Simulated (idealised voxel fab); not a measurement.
Presented below is a process module, voxel wiring stack.
Square cell edge 5 nm, section width 250 nm, ID cut.
Bands, listed from the top down, are how a cross-section gets written in this document; the cross-section itself is a grid of square cells, and a band is one or more rows of them. Within each band entry, the heights of the top and of the bottom of the band appear first, in that order and in nm; the materials of the band then follow from left to right, each with its corresponding width in nm. The designation "everywhere" on a single material indicates that it fills the band from edge to edge; the designation "air" indicates empty space. The level at which height equals 0 is the one under which the wafer, as it arrives, is entirely one material. No lower edge exists for the bottom band, which continues downward and is notated as in "top 0, no bottom". A width such as "30..40" changes by the same amount from each row of cells to the next, from the band's top row to its bottom row. Step note "no modification" = no cross-section cell changed. "Closed empty spaces": empty spaces of 8 cells or more with no open way to the top, each given as width x height at distance, distance from the left edge, all in nm. If you see something after the settings on a step's line, that's the simulator's own remark about that step. A step line may carry the setting "overlay nm", which, for steps involving a mask, states the distance by which the mask lay to the right of its intended position; negative values denote displacement to the left.
-- The process steps that were planned are listed below
step 1: RECEIVE,material Si
step 2: CONFORMAL_DEP,material SiO2,thk nm 15
step 3: CONFORMAL_DEP,material SiN,thk nm 5
step 4: DIRECTIONAL_DEP,material lowk,thk nm 25
step 5: DIRECTIONAL_DEP,material aC,thk nm 10
step 6: PATTERN,tone open,mask id METAL_1,material resist,width nm 25,pitch nm 45,thk nm 25,overlay nm 0
step 7: DIRECTIONAL_ETCH,etch materials aC,depth nm 10
step 8: STRIP,etch materials resist
step 9: DIRECTIONAL_ETCH,etch materials lowk,depth nm 25
step 10: DIRECTIONAL_ETCH,etch materials SiN,depth nm 5
step 11: STRIP,etch materials aC
step 12: CONFORMAL_DEP,material TiN,thk nm 5
step 13: FILL_DEP,material W,thk nm 10
step 14: CMP,height nm 45
step 15: CONFORMAL_DEP,material SiCN,thk nm 5
step 16: DIRECTIONAL_DEP,material lowk,thk nm 20
step 17: MASKED_ETCH,tone open,mask id PLUG_1,width nm 15,pitch nm 90,etch materials lowk,depth nm 20,overlay nm 0
step 18: MASKED_ETCH,tone open,mask id PLUG_1,width nm 15,pitch nm 90,etch materials SiCN,depth nm 5,overlay nm 0
step 19: EPI,material Ru,thk nm 10
step 20: EPI,material Ru,thk nm 10
step 21: EPI,material Ru,thk nm 5
step 22: CONFORMAL_DEP,material SiN,thk nm 5
step 23: DIRECTIONAL_DEP,material lowk,thk nm 25
step 24: MASKED_ETCH,tone open,mask id METAL_2,width nm 25,pitch nm 45,etch materials lowk,depth nm 25,overlay nm 0
step 25: MASKED_ETCH,tone open,mask id METAL_2,width nm 25,pitch nm 45,etch materials SiN,depth nm 5,overlay nm 0
step 26: CONFORMAL_DEP,material TiN,thk nm 5
step 27: FILL_DEP,material Ru,thk nm 10
step 28: CMP,height nm 100
step 29: CONFORMAL_DEP,material SiCN,thk nm 5
step 30: DIRECTIONAL_DEP,material lowk,thk nm 10
step 31: PATTERN,tone open,mask id PLUG_2,material resist,width nm 15,pitch nm 45,thk nm 20,overlay nm 0
step 32: DIRECTIONAL_ETCH,etch materials lowk,depth nm 10
step 33: DIRECTIONAL_ETCH,etch materials SiCN,depth nm 5
step 34: STRIP,etch materials resist
step 35: CONFORMAL_DEP,material TiN,thk nm 5
step 36: FILL_DEP,material W,thk nm 10
step 37: CMP,height nm 115
step 38: DIRECTIONAL_DEP,material TiN,thk nm 5
step 39: DIRECTIONAL_DEP,material W,thk nm 15
step 40: DIRECTIONAL_DEP,material aC,thk nm 10
step 41: PATTERN,tone cover,mask id METAL_3,material resist,width nm 25,pitch nm 45,thk nm 30,overlay nm 0
step 42: DIRECTIONAL_ETCH,etch materials aC,depth nm 10
step 43: STRIP,etch materials resist
step 44: DIRECTIONAL_ETCH,etch materials W,depth nm 15
step 45: DIRECTIONAL_ETCH,etch materials TiN,depth nm 5
step 46: STRIP,etch materials aC
step 47: FILL_DEP,material lowk,thk nm 10
step 48: CMP,height nm 135
step 49: CONFORMAL_DEP,material SiN,thk nm 5
-- This is the cross-section of the wafer as we received it, i.e. after step 1
- top 0, no bottom | Si everywhere
- Closed empty spaces: none
-- Run as planned - first of the two wafers cross-sectioned at the end of the module
- top 140, bottom 135 | SiN everywhere
- top 135, bottom 120 | lowk 45 nm; W 25 nm; lowk 20 nm; W 25 nm; lowk 20 nm; W 25 nm; lowk 20 nm; W 25 nm; lowk 45 nm
- top 120, bottom 115 | lowk 45 nm; TiN 25 nm; lowk 20 nm; TiN 25 nm; lowk 20 nm; TiN 25 nm; lowk 20 nm; TiN 25 nm; lowk 45 nm
- top 115, bottom 105 | lowk 45 nm; TiN 5 nm; W 5 nm; TiN 5 nm; lowk 30 nm; TiN 5 nm; W 5 nm; TiN 5 nm; lowk 30 nm; TiN 5 nm; W 5 nm; TiN 5 nm; lowk 30 nm; TiN 5 nm; W 5 nm; TiN 5 nm; lowk 55 nm
- top 105, bottom 100 | SiCN 45 nm; TiN 15 nm; SiCN 30 nm; TiN 15 nm; SiCN 30 nm; TiN 15 nm; SiCN 30 nm; TiN 15 nm; SiCN 55 nm
- top 100, bottom 75 | lowk 45 nm; TiN 5 nm; Ru 15 nm; TiN 5 nm; lowk 20 nm; TiN 5 nm; Ru 15 nm; TiN 5 nm; lowk 20 nm; TiN 5 nm; Ru 15 nm; TiN 5 nm; lowk 20 nm; TiN 5 nm; Ru 15 nm; TiN 5 nm; lowk 45 nm
- top 75, bottom 70 | SiN 45 nm; TiN 25 nm; SiN 20 nm; TiN 25 nm; SiN 20 nm; TiN 25 nm; SiN 20 nm; TiN 25 nm; SiN 45 nm
- top 70, bottom 50 | lowk 45 nm; Ru 15 nm; lowk 75 nm; Ru 15 nm; lowk 100 nm
- top 50, bottom 45 | SiCN 45 nm; Ru 15 nm; SiCN 75 nm; Ru 15 nm; SiCN 100 nm
- top 45, bottom 20 | lowk 45 nm; TiN 5 nm; W 15 nm; TiN 5 nm; lowk 20 nm; TiN 5 nm; W 15 nm; TiN 5 nm; lowk 20 nm; TiN 5 nm; W 15 nm; TiN 5 nm; lowk 20 nm; TiN 5 nm; W 15 nm; TiN 5 nm; lowk 45 nm
- top 20, bottom 15 | SiN 45 nm; TiN 25 nm; SiN 20 nm; TiN 25 nm; SiN 20 nm; TiN 25 nm; SiN 20 nm; TiN 25 nm; SiN 45 nm
- top 15, bottom 0 | SiO2 everywhere
- top 0, no bottom | Si everywhere
- Closed empty spaces: none
-- Wafer two, sectioned after the module: the first wafer's start, the first wafer's plan, and one mistake in how it was run
- top 140, bottom 135 | SiN everywhere
- top 135, bottom 120 | lowk 45 nm; W 25 nm; lowk 20 nm; W 25 nm; lowk 20 nm; W 25 nm; lowk 20 nm; W 25 nm; lowk 45 nm
- top 120, bottom 115 | lowk 45 nm; TiN 25 nm; lowk 20 nm; TiN 25 nm; lowk 20 nm; TiN 25 nm; lowk 20 nm; TiN 25 nm; lowk 45 nm
- top 115, bottom 105 | lowk 45 nm; TiN 5 nm; W 5 nm; TiN 5 nm; lowk 30 nm; TiN 5 nm; W 5 nm; TiN 5 nm; lowk 30 nm; TiN 5 nm; W 5 nm; TiN 5 nm; lowk 30 nm; TiN 5 nm; W 5 nm; TiN 5 nm; lowk 55 nm
- top 105, bottom 100 | SiCN 45 nm; TiN 15 nm; SiCN 30 nm; TiN 15 nm; SiCN 30 nm; TiN 15 nm; SiCN 30 nm; TiN 15 nm; SiCN 55 nm
- top 100, bottom 95 | lowk 45 nm; TiN 5 nm; Ru 15 nm; TiN 5 nm; lowk 20 nm; TiN 5 nm; Ru 15 nm; TiN 5 nm; lowk 20 nm; TiN 5 nm; Ru 15 nm; TiN 5 nm; lowk 20 nm; TiN 5 nm; Ru 15 nm; TiN 5 nm; lowk 45 nm
- top 95, bottom 90 | SiN 45 nm; TiN 25 nm; SiN 20 nm; TiN 25 nm; SiN 20 nm; TiN 25 nm; SiN 20 nm; TiN 25 nm; SiN 45 nm
- top 90, bottom 70 | lowk 45 nm; SiN 5 nm; TiN 5 nm; SiN 5 nm; lowk 75 nm; SiN 5 nm; TiN 5 nm; SiN 5 nm; lowk 100 nm
- top 70, bottom 50 | lowk everywhere
- top 50, bottom 45 | SiCN everywhere
- top 45, bottom 20 | lowk 45 nm; TiN 5 nm; W 15 nm; TiN 5 nm; lowk 20 nm; TiN 5 nm; W 15 nm; TiN 5 nm; lowk 20 nm; TiN 5 nm; W 15 nm; TiN 5 nm; lowk 20 nm; TiN 5 nm; W 15 nm; TiN 5 nm; lowk 45 nm
- top 20, bottom 15 | SiN 45 nm; TiN 25 nm; SiN 20 nm; TiN 25 nm; SiN 20 nm; TiN 25 nm; SiN 20 nm; TiN 25 nm; SiN 45 nm
- top 15, bottom 0 | SiO2 everywhere
- top 0, no bottom | Si everywhere
- Closed empty spaces: none
What was done differently from what was planned? step 16 of the plan was executed twice over
Per the end-of-run cell counts, the second wafer holds more or fewer of some materials than the first: 78 fewer of Ru; 6 more of SiCN; 16 more of SiN; 24 fewer of TiN; 80 more of lowk
